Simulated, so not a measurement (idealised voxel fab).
Herein follows the process module entitled voxel self aligned contacts.
cross-section cut | 185 nm wide | cells 5 nm
Cross-section format: a grid of square cells, given as bands from top to bottom; each band is one or more rows of cells.
Heights first: top, then bottom, in nm. Then materials, left to right, each with a width in nm. "edge to edge" on a single material: fills the band edge to edge. "empty": empty space.
Heights are measured from 0, the level below which the as-received wafer is all one material; the lowest band has no bottom and continues downward, written as in "0..down".
A width given as "30..40" starts at the first number in the band's top row and ends at the second number in its bottom row, shifting by an equal amount at every step from row to row.
Any step labelled "no alteration" changed none of the cells in the cross-section.
"Cavities, closed" contains a list of empty spaces, each no smaller than 8 cells and without an open way to the top, written in the form width x height at distance with the distance from the left edge and all three in nm.
It should be noted that, on the line of a given step, the content following the step's settings is a remark produced by the simulator itself with respect to that step.
overlay nm: for a step with a mask, the amount by which the mask lay right of where it was planned; a negative amount means left of it.
### This section lists the process steps that were planned
- 1: RECEIVE,material Si
- 2: OXIDIZE,depth nm 5
- 3: DIRECTIONAL_DEP,material polySi,thk nm 25
- 4: DIRECTIONAL_DEP,material SiN,thk nm 20
- 5: MASKED_ETCH,tone cover,mask id GATE,width nm 35,pitch nm 80,etch materials SiN,depth nm 20,overlay nm 0
- 6: MASKED_ETCH,tone cover,mask id GATE,width nm 35,pitch nm 80,etch materials polySi,depth nm 25,overlay nm 0
- 7: CONFORMAL_DEP,material SiN,thk nm 10
- 8: DIRECTIONAL_ETCH,etch materials SiN,depth nm 10
- 9: FILL_DEP,material SiO2,thk nm 20
- 10: CMP,height nm 55
- 11: PATTERN,tone open,mask id CONTACT,material resist,width nm 55,thk nm 15,overlay nm 0
- 12: DIRECTIONAL_ETCH,etch materials SiO2,depth nm 60
- 13: STRIP,etch materials resist
- 14: CONFORMAL_DEP,material TiN,thk nm 5
- 15: FILL_DEP,material Ru,thk nm 10
- 16: CMP,height nm 55
- 17: CONFORMAL_DEP,material SiCN,thk nm 5
### First of two wafers - as planned
### as received, after step 1
    0..down = Si edge to edge
    Cavities, closed: none
### Step 2 done - wafer cross-section
    0..-5 = SiO2 edge to edge
    Everything below -5 is unchanged.
### Step 3 done - wafer cross-section
    25..0 = polySi edge to edge
    Everything below 0 is unchanged.
### Step 4 done - wafer cross-section
    45..25 = SiN edge to edge
    Everything below 25 is unchanged.
### Step 5 done - wafer cross-section
    45..25 = empty 35 nm, then SiN 35 nm, then empty 45 nm, then SiN 35 nm, then empty 35 nm
    Everything below 25 is unchanged.
### Step 6 done - wafer cross-section
    45..25 = empty 35 nm, then SiN 35 nm, then empty 45 nm, then SiN 35 nm, then empty 35 nm
    25..0 = empty 35 nm, then polySi 35 nm, then empty 45 nm, then polySi 35 nm, then empty 35 nm
    Everything below 0 is unchanged.
### Step 7 done - wafer cross-section
    55..25 = empty 25 nm, then SiN 55 nm, then empty 25 nm, then SiN 55 nm, then empty 25 nm
    25..10 = empty 25 nm, then SiN 10 nm, then polySi 35 nm, then SiN 10 nm, then empty 25 nm, then SiN 10 nm, then polySi 35 nm, then SiN 10 nm, then empty 25 nm
    10..0 = SiN 35 nm, then polySi 35 nm, then SiN 45 nm, then polySi 35 nm, then SiN 35 nm
    Everything below 0 is unchanged.
### Step 8 done - wafer cross-section
    45..25 = empty 25 nm, then SiN 55 nm, then empty 25 nm, then SiN 55 nm, then empty 25 nm
    25..0 = empty 25 nm, then SiN 10 nm, then polySi 35 nm, then SiN 10 nm, then empty 25 nm, then SiN 10 nm, then polySi 35 nm, then SiN 10 nm, then empty 25 nm
    Everything below 0 is unchanged.
### Step 9 done - wafer cross-section
    65..45 = SiO2 edge to edge
    45..25 = SiO2 25 nm, then SiN 55 nm, then SiO2 25 nm, then SiN 55 nm, then SiO2 25 nm
    25..0 = SiO2 25 nm, then SiN 10 nm, then polySi 35 nm, then SiN 10 nm, then SiO2 25 nm, then SiN 10 nm, then polySi 35 nm, then SiN 10 nm, then SiO2 25 nm
    Everything below 0 is unchanged.
### Step 10 done - wafer cross-section
    55..45 = SiO2 edge to edge
    Everything below 45 is unchanged.
### Step 11 done - wafer cross-section
    70..55 = resist 65 nm, then empty 55 nm, then resist 65 nm
    Everything below 55 is unchanged.
### Step 12 done - wafer cross-section
    70..55 = resist 65 nm, then empty 55 nm, then resist 65 nm
    55..45 = SiO2 65 nm, then empty 55 nm, then SiO2 65 nm
    45..25 = SiO2 25 nm, then SiN 55 nm, then empty 25 nm, then SiN 55 nm, then SiO2 25 nm
    25..0 = SiO2 25 nm, then SiN 10 nm, then polySi 35 nm, then SiN 10 nm, then empty 25 nm, then SiN 10 nm, then polySi 35 nm, then SiN 10 nm, then SiO2 25 nm
    0..-5 = SiO2 80 nm, then empty 25 nm, then SiO2 80 nm
    Everything below -5 is unchanged.
### Step 13 done - wafer cross-section
    55..45 = SiO2 65 nm, then empty 55 nm, then SiO2 65 nm
    Everything below 45 is unchanged.
### Step 14 done - wafer cross-section
    60..55 = TiN 70 nm, then empty 45 nm, then TiN 70 nm
    55..45 = SiO2 65 nm, then TiN 5..20 nm, then empty 45..15 nm, then TiN 5..20 nm, then SiO2 65 nm
    45..25 = SiO2 25 nm, then SiN 55 nm, then TiN 5 nm, then empty 15 nm, then TiN 5 nm, then SiN 55 nm, then SiO2 25 nm
    25..0 = SiO2 25 nm, then SiN 10 nm, then polySi 35 nm, then SiN 10 nm, then TiN 5 nm, then empty 15 nm, then TiN 5 nm, then SiN 10 nm, then polySi 35 nm, then SiN 10 nm, then SiO2 25 nm
    0..-5 = SiO2 80 nm, then TiN 25 nm, then SiO2 80 nm
    Everything below -5 is unchanged.
### Step 15 done - wafer cross-section
    70..60 = Ru edge to edge
    60..55 = TiN 70 nm, then Ru 45 nm, then TiN 70 nm
    55..45 = SiO2 65 nm, then TiN 5..20 nm, then Ru 45..15 nm, then TiN 5..20 nm, then SiO2 65 nm
    45..25 = SiO2 25 nm, then SiN 55 nm, then TiN 5 nm, then Ru 15 nm, then TiN 5 nm, then SiN 55 nm, then SiO2 25 nm
    25..0 = SiO2 25 nm, then SiN 10 nm, then polySi 35 nm, then SiN 10 nm, then TiN 5 nm, then Ru 15 nm, then TiN 5 nm, then SiN 10 nm, then polySi 35 nm, then SiN 10 nm, then SiO2 25 nm
    Everything below 0 is unchanged.
### Step 16 done - wafer cross-section
    55..45 = SiO2 65 nm, then TiN 5..20 nm, then Ru 45..15 nm, then TiN 5..20 nm, then SiO2 65 nm
    Everything below 45 is unchanged.
### Step 17 done - wafer cross-section
    60..55 = SiCN edge to edge
    Everything below 55 is unchanged.
### Second wafer, same starting conditions and recipe as the first, one mistake in executing it, nothing differs from the first up to and including step 1
Planned end of step 2: second wafer, cross-section: no alteration
### Planned end of step 3: second wafer, cross-section
    25..0 = polySi edge to edge
    Everything below 0 is unchanged.
### Planned end of step 4: second wafer, cross-section
    45..25 = SiN edge to edge
    Everything below 25 is unchanged.
### Planned end of step 5: second wafer, cross-section
    45..25 = empty 35 nm, then SiN 35 nm, then empty 45 nm, then SiN 35 nm, then empty 35 nm
    Everything below 25 is unchanged.
### Planned end of step 6: second wafer, cross-section
    45..25 = empty 35 nm, then SiN 35 nm, then empty 45 nm, then SiN 35 nm, then empty 35 nm
    25..0 = empty 35 nm, then polySi 35 nm, then empty 45 nm, then polySi 35 nm, then empty 35 nm
    Everything below 0 is unchanged.
### Planned end of step 7: second wafer, cross-section
    55..25 = empty 25 nm, then SiN 55 nm, then empty 25 nm, then SiN 55 nm, then empty 25 nm
    25..10 = empty 25 nm, then SiN 10 nm, then polySi 35 nm, then SiN 10 nm, then empty 25 nm, then SiN 10 nm, then polySi 35 nm, then SiN 10 nm, then empty 25 nm
    10..0 = SiN 35 nm, then polySi 35 nm, then SiN 45 nm, then polySi 35 nm, then SiN 35 nm
    Everything below 0 is unchanged.
### Planned end of step 8: second wafer, cross-section
    45..25 = empty 25 nm, then SiN 55 nm, then empty 25 nm, then SiN 55 nm, then empty 25 nm
    25..0 = empty 25 nm, then SiN 10 nm, then polySi 35 nm, then SiN 10 nm, then empty 25 nm, then SiN 10 nm, then polySi 35 nm, then SiN 10 nm, then empty 25 nm
    Everything below 0 is unchanged.
### Planned end of step 9: second wafer, cross-section
    65..45 = SiO2 edge to edge
    45..25 = SiO2 25 nm, then SiN 55 nm, then SiO2 25 nm, then SiN 55 nm, then SiO2 25 nm
    25..0 = SiO2 25 nm, then SiN 10 nm, then polySi 35 nm, then SiN 10 nm, then SiO2 25 nm, then SiN 10 nm, then polySi 35 nm, then SiN 10 nm, then SiO2 25 nm
    Everything below 0 is unchanged.
### Planned end of step 10: second wafer, cross-section
    55..45 = SiO2 edge to edge
    Everything below 45 is unchanged.
### Planned end of step 11: second wafer, cross-section
    70..55 = resist 65 nm, then empty 55 nm, then resist 65 nm
    Everything below 55 is unchanged.
### Planned end of step 12: second wafer, cross-section
    70..55 = resist 65 nm, then empty 55 nm, then resist 65 nm
    55..45 = SiO2 65 nm, then empty 55 nm, then SiO2 65 nm
    45..25 = SiO2 25 nm, then SiN 55 nm, then empty 25 nm, then SiN 55 nm, then SiO2 25 nm
    25..0 = SiO2 25 nm, then SiN 10 nm, then polySi 35 nm, then SiN 10 nm, then empty 25 nm, then SiN 10 nm, then polySi 35 nm, then SiN 10 nm, then SiO2 25 nm
    Everything below 0 is unchanged.
### Planned end of step 13: second wafer, cross-section
    55..45 = SiO2 65 nm, then empty 55 nm, then SiO2 65 nm
    Everything below 45 is unchanged.
### Planned end of step 14: second wafer, cross-section
    60..55 = TiN 70 nm, then empty 45 nm, then TiN 70 nm
    55..45 = SiO2 65 nm, then TiN 5..20 nm, then empty 45..15 nm, then TiN 5..20 nm, then SiO2 65 nm
    45..25 = SiO2 25 nm, then SiN 55 nm, then TiN 5 nm, then empty 15 nm, then TiN 5 nm, then SiN 55 nm, then SiO2 25 nm
    25..5 = SiO2 25 nm, then SiN 10 nm, then polySi 35 nm, then SiN 10 nm, then TiN 5 nm, then empty 15 nm, then TiN 5 nm, then SiN 10 nm, then polySi 35 nm, then SiN 10 nm, then SiO2 25 nm
    5..0 = SiO2 25 nm, then SiN 10 nm, then polySi 35 nm, then SiN 10 nm, then TiN 25 nm, then SiN 10 nm, then polySi 35 nm, then SiN 10 nm, then SiO2 25 nm
    Everything below 0 is unchanged.
### Planned end of step 15: second wafer, cross-section
    70..60 = Ru edge to edge
    60..55 = TiN 70 nm, then Ru 45 nm, then TiN 70 nm
    55..45 = SiO2 65 nm, then TiN 5..20 nm, then Ru 45..15 nm, then TiN 5..20 nm, then SiO2 65 nm
    45..25 = SiO2 25 nm, then SiN 55 nm, then TiN 5 nm, then Ru 15 nm, then TiN 5 nm, then SiN 55 nm, then SiO2 25 nm
    25..5 = SiO2 25 nm, then SiN 10 nm, then polySi 35 nm, then SiN 10 nm, then TiN 5 nm, then Ru 15 nm, then TiN 5 nm, then SiN 10 nm, then polySi 35 nm, then SiN 10 nm, then SiO2 25 nm
    Everything below 5 is unchanged.
### Planned end of step 16: second wafer, cross-section
    55..45 = SiO2 65 nm, then TiN 5..20 nm, then Ru 45..15 nm, then TiN 5..20 nm, then SiO2 65 nm
    Everything below 45 is unchanged.
### Planned end of step 17: second wafer, cross-section
    60..55 = SiCN edge to edge
    Everything below 55 is unchanged.
The plan and the run diverged here: step 2 was left out
End check, counted in cells, second wafer has more or fewer of these materials than the first: Ru: 3 fewer, Si: 37 more, SiO2: 32 fewer, TiN: 2 fewer
